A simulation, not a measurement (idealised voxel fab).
Presented below is a process module, voxel transistor to metal.
Each square cell in cross-section cut measures 5 nm, and the section as a whole is 165 nm wide.
Just so we're on the same page, the cross-sections are grids of square cells, and they're listed out in bands top to bottom, each band one or more rows deep. This entry defines a band. It first specifies the height of the band's top and the height of its bottom in nm, and then specifies the band's materials from left to right, stating each material with its width in nm. The word "throughout" identifies a single material that fills the band from edge to edge, while the word "air" identifies empty space. Height datum 0, below which the as-received substrate wafer is one material. Lowest band open at the bottom, running downward: "0 and below". So if you see something like "30->40" for the width, read it as the top row of the band sitting at the first number and the bottom row at the second, with every row in between moving by the same amount as the last. Reading "stayed the same" for a step: not a cell of the cross-section changed in it. What "Closed internal voids" gives you is every empty space of 8 cells or more that is cut off from the top. Each appears as width x height at distance, with the distance taken from the left edge and width, height and distance all in nm. Step line, after settings: the simulator's comment on this step. "overlay nm" on a masked step: distance the mask lay right of its planned place, negative for left.

Process steps - plan
1) RECEIVE, material Si
2) CONFORMAL_DEP, material SiO2, thk nm 5
3) CONFORMAL_DEP, material SiN, thk nm 15
4) PATTERN, tone cover, mask id ACTIVE, material resist, width nm 95, thk nm 15, overlay nm 0
5) DIRECTIONAL_ETCH, etch materials SiN, depth nm 15
6) DIRECTIONAL_ETCH, etch materials SiO2, depth nm 5
7) DIRECTIONAL_ETCH, etch materials Si, depth nm 35
8) STRIP, etch materials resist
9) FILL_DEP, material SiO2, thk nm 15
10) CMP, height nm 20
11) SELECTIVE_ETCH, etch materials SiO2, depth nm 10
12) STRIP, etch materials SiN
13) SELECTIVE_ETCH, etch materials SiO2, depth nm 5
14) OXIDIZE, depth nm 5
15) DIRECTIONAL_DEP, material polySi, thk nm 25
16) DIRECTIONAL_DEP, material SiCN, thk nm 10
17) DIRECTIONAL_DEP, material aC, thk nm 15
18) PATTERN, tone cover, mask id GATE, material resist, width nm 15, thk nm 30, overlay nm 0
19) DIRECTIONAL_ETCH, etch materials aC, depth nm 15
20) STRIP, etch materials resist
21) DIRECTIONAL_ETCH, etch materials SiCN, depth nm 20
22) DIRECTIONAL_ETCH, etch materials polySi, depth nm 35
23) STRIP, etch materials aC
24) CONFORMAL_DEP, material SiN, thk nm 10
25) DIRECTIONAL_ETCH, etch materials SiN, depth nm 10
26) DIRECTIONAL_ETCH, etch materials SiO2, depth nm 5
27) DIRECTIONAL_ETCH, etch materials Si, depth nm 15
28) EPI, material pSi, thk nm 20
29) FILL_DEP, material SiO2, thk nm 5
30) CMP, height nm 35
31) DIRECTIONAL_DEP, material SiO2, thk nm 15
32) PATTERN, tone open, mask id CONTACT, material resist, width nm 30, pitch nm 55, thk nm 15, overlay nm 0
33) DIRECTIONAL_ETCH, etch materials SiO2, depth nm 35
34) STRIP, etch materials resist
35) CONFORMAL_DEP, material TiN, thk nm 5
36) FILL_DEP, material W, thk nm 10
37) CMP, height nm 50
38) CONFORMAL_DEP, material SiCN, thk nm 5
39) DIRECTIONAL_DEP, material SiO2, thk nm 25
40) DIRECTIONAL_DEP, material aC, thk nm 10
41) PATTERN, tone open, mask id METAL_1, material resist, width nm 20, pitch nm 65, thk nm 25, overlay nm 0
42) DIRECTIONAL_ETCH, etch materials aC, depth nm 5
43) STRIP, etch materials resist
44) DIRECTIONAL_ETCH, etch materials SiO2, depth nm 25
45) DIRECTIONAL_ETCH, etch materials SiCN, depth nm 5
46) STRIP, etch materials aC
47) CONFORMAL_DEP, material TiN, thk nm 5
48) FILL_DEP, material Cu, thk nm 5
49) CMP, height nm 80
50) CONFORMAL_DEP, material SiCN, thk nm 5
51) DIRECTIONAL_DEP, material SiO2, thk nm 30
52) DIRECTIONAL_DEP, material aC, thk nm 15
53) PATTERN, tone open, mask id METAL_2, material resist, width nm 20, pitch nm 65, thk nm 35, overlay nm 0
54) DIRECTIONAL_ETCH, etch materials aC, depth nm 15
55) STRIP, etch materials resist
56) DIRECTIONAL_ETCH, etch materials SiO2, depth nm 15
57) STRIP, etch materials aC
58) MASKED_ETCH, tone open, mask id METAL_2_HOLES, width nm 15, pitch nm 65, etch materials SiO2, depth nm 15, overlay nm 0
59) MASKED_ETCH, tone open, mask id METAL_2_HOLES, width nm 15, pitch nm 65, etch materials SiCN, depth nm 5, overlay nm 0
60) CONFORMAL_DEP, material TiN, thk nm 5
61) FILL_DEP, material Cu, thk nm 5
62) CMP, height nm 115
63) CONFORMAL_DEP, material SiN, thk nm 5
For this document, wafers share an identical start and vary in the step 42 depth nm; the plan quotes the first wafer's value.

Sectional view: first of several wafers, as received, after step 1
    0 and below  Si throughout
    Closed internal voids: none

Shown in cross-section: the first of several wafers at the end of the module, after its last step, step 63
    120 down to 115  SiN throughout
    115 down to 105  40 nm SiO2, then 5 nm TiN, then 10 nm Cu, then 5 nm TiN, then 45 nm SiO2, then 5 nm TiN, then 10 nm Cu, then 5 nm TiN, then 40 nm SiO2
    105 down to 100  40 nm SiO2, then 5 nm TiN, then 5 nm Cu, then 10 nm TiN, then 45 nm SiO2, then 5 nm TiN, then 5 nm Cu, then 10 nm TiN, then 40 nm SiO2
    100 down to 85  40 nm SiO2, then 5 nm TiN, then 5 nm Cu, then 5 nm TiN, then 50 nm SiO2, then 5 nm TiN, then 5 nm Cu, then 5 nm TiN, then 45 nm SiO2
    85 down to 80  40 nm SiCN, then 15 nm TiN, then 50 nm SiCN, then 15 nm TiN, then 45 nm SiCN
    80 down to 55  SiO2 throughout
    55 down to 50  SiCN throughout
    50 down to 40  40 nm SiO2, then 5 nm TiN, then 20 nm W, then 5 nm TiN, then 25 nm SiO2, then 5 nm TiN, then 20 nm W, then 5 nm TiN, then 40 nm SiO2
    40 down to 35  40 nm SiO2, then 5 nm TiN, then 15 nm W, then 10 nm TiN, then 25 nm SiO2, then 10 nm TiN, then 15 nm W, then 5 nm TiN, then 40 nm SiO2
    35 down to 25  40 nm SiO2, then 5 nm TiN, then 15 nm W, then 5 nm TiN, then 10 nm SiN, then 15 nm SiCN, then 10 nm SiN, then 5 nm TiN, then 15 nm W, then 5 nm TiN, then 40 nm SiO2
    25 down to 20  40 nm SiO2, then 5 nm TiN, then 15 nm W, then 5 nm TiN, then 10 nm SiN, then 15 nm polySi, then 10 nm SiN, then 5 nm TiN, then 15 nm W, then 5 nm TiN, then 40 nm SiO2
    20 down to 15  40 nm SiO2, then 25 nm TiN, then 10 nm SiN, then 15 nm polySi, then 10 nm SiN, then 25 nm TiN, then 40 nm SiO2
    15 down to 5  30 nm SiO2, then 35 nm pSi, then 10 nm SiN, then 15 nm polySi, then 10 nm SiN, then 35 nm pSi, then 30 nm SiO2
    5 down to 0  30 nm SiO2, then 10 nm SiN, then 25 nm pSi, then 10 nm SiN, then 15 nm polySi, then 10 nm SiN, then 25 nm pSi, then 10 nm SiN, then 30 nm SiO2
    0 down to -5  40 nm SiO2, then 25 nm pSi, then 35 nm SiO2, then 25 nm pSi, then 40 nm SiO2
    -5 down to -20  35 nm SiO2, then 5 nm Si, then 25 nm pSi, then 35 nm Si, then 25 nm pSi, then 5 nm Si, then 35 nm SiO2
    -20 down to -35  35 nm SiO2, then 95 nm Si, then 35 nm SiO2
    -35 and below  Si throughout
    Closed internal voids: none

Cross-section of the last wafer at end of module
    120 down to 115  SiN throughout
    115 down to 105  40 nm SiO2, then 5 nm TiN, then 10 nm Cu, then 5 nm TiN, then 45 nm SiO2, then 5 nm TiN, then 10 nm Cu, then 5 nm TiN, then 40 nm SiO2
    105 down to 100  40 nm SiO2, then 5 nm TiN, then 5 nm Cu, then 10 nm TiN, then 45 nm SiO2, then 5 nm TiN, then 5 nm Cu, then 10 nm TiN, then 40 nm SiO2
    100 down to 85  40 nm SiO2, then 5 nm TiN, then 5 nm Cu, then 5 nm TiN, then 50 nm SiO2, then 5 nm TiN, then 5 nm Cu, then 5 nm TiN, then 45 nm SiO2
    85 down to 80  40 nm SiCN, then 15 nm TiN, then 50 nm SiCN, then 15 nm TiN, then 45 nm SiCN
    80 down to 55  40 nm SiO2, then 5 nm TiN, then 10 nm Cu, then 5 nm TiN, then 45 nm SiO2, then 5 nm TiN, then 10 nm Cu, then 5 nm TiN, then 40 nm SiO2
    55 down to 50  40 nm SiCN, then 20 nm TiN, then 45 nm SiCN, then 20 nm TiN, then 40 nm SiCN
    50 down to 40  40 nm SiO2, then 5 nm TiN, then 20 nm W, then 5 nm TiN, then 25 nm SiO2, then 5 nm TiN, then 20 nm W, then 5 nm TiN, then 40 nm SiO2
    40 down to 35  40 nm SiO2, then 5 nm TiN, then 15 nm W, then 10 nm TiN, then 25 nm SiO2, then 10 nm TiN, then 15 nm W, then 5 nm TiN, then 40 nm SiO2
    35 down to 25  40 nm SiO2, then 5 nm TiN, then 15 nm W, then 5 nm TiN, then 10 nm SiN, then 15 nm SiCN, then 10 nm SiN, then 5 nm TiN, then 15 nm W, then 5 nm TiN, then 40 nm SiO2
    25 down to 20  40 nm SiO2, then 5 nm TiN, then 15 nm W, then 5 nm TiN, then 10 nm SiN, then 15 nm polySi, then 10 nm SiN, then 5 nm TiN, then 15 nm W, then 5 nm TiN, then 40 nm SiO2
    20 down to 15  40 nm SiO2, then 25 nm TiN, then 10 nm SiN, then 15 nm polySi, then 10 nm SiN, then 25 nm TiN, then 40 nm SiO2
    15 down to 5  30 nm SiO2, then 35 nm pSi, then 10 nm SiN, then 15 nm polySi, then 10 nm SiN, then 35 nm pSi, then 30 nm SiO2
    5 down to 0  30 nm SiO2, then 10 nm SiN, then 25 nm pSi, then 10 nm SiN, then 15 nm polySi, then 10 nm SiN, then 25 nm pSi, then 10 nm SiN, then 30 nm SiO2
    0 down to -5  40 nm SiO2, then 25 nm pSi, then 35 nm SiO2, then 25 nm pSi, then 40 nm SiO2
    -5 down to -20  35 nm SiO2, then 5 nm Si, then 25 nm pSi, then 35 nm Si, then 25 nm pSi, then 5 nm Si, then 35 nm SiO2
    -20 down to -35  35 nm SiO2, then 95 nm Si, then 35 nm SiO2
    -35 and below  Si throughout
    Closed internal voids: none

Row per wafer, end-of-module: cell gain (+)/loss (-) by material since the wafer came in, then closed voids
depth nm 5; +16 Cu; -147 Si; +66 SiCN; +65 SiN; +591 SiO2; +68 TiN; +40 W; +78 pSi; +15 polySi; Closed internal voids: none
depth nm 10; +36 Cu; -147 Si; +58 SiCN; +65 SiN; +551 SiO2; +96 TiN; +40 W; +78 pSi; +15 polySi; Closed internal voids: none
depth nm 15; +36 Cu; -147 Si; +58 SiCN; +65 SiN; +551 SiO2; +96 TiN; +40 W; +78 pSi; +15 polySi; Closed internal voids: none
depth nm 20; +36 Cu; -147 Si; +58 SiCN; +65 SiN; +551 SiO2; +96 TiN; +40 W; +78 pSi; +15 polySi; Closed internal voids: none
depth nm 25; +36 Cu; -147 Si; +58 SiCN; +65 SiN; +551 SiO2; +96 TiN; +40 W; +78 pSi; +15 polySi; Closed internal voids: none
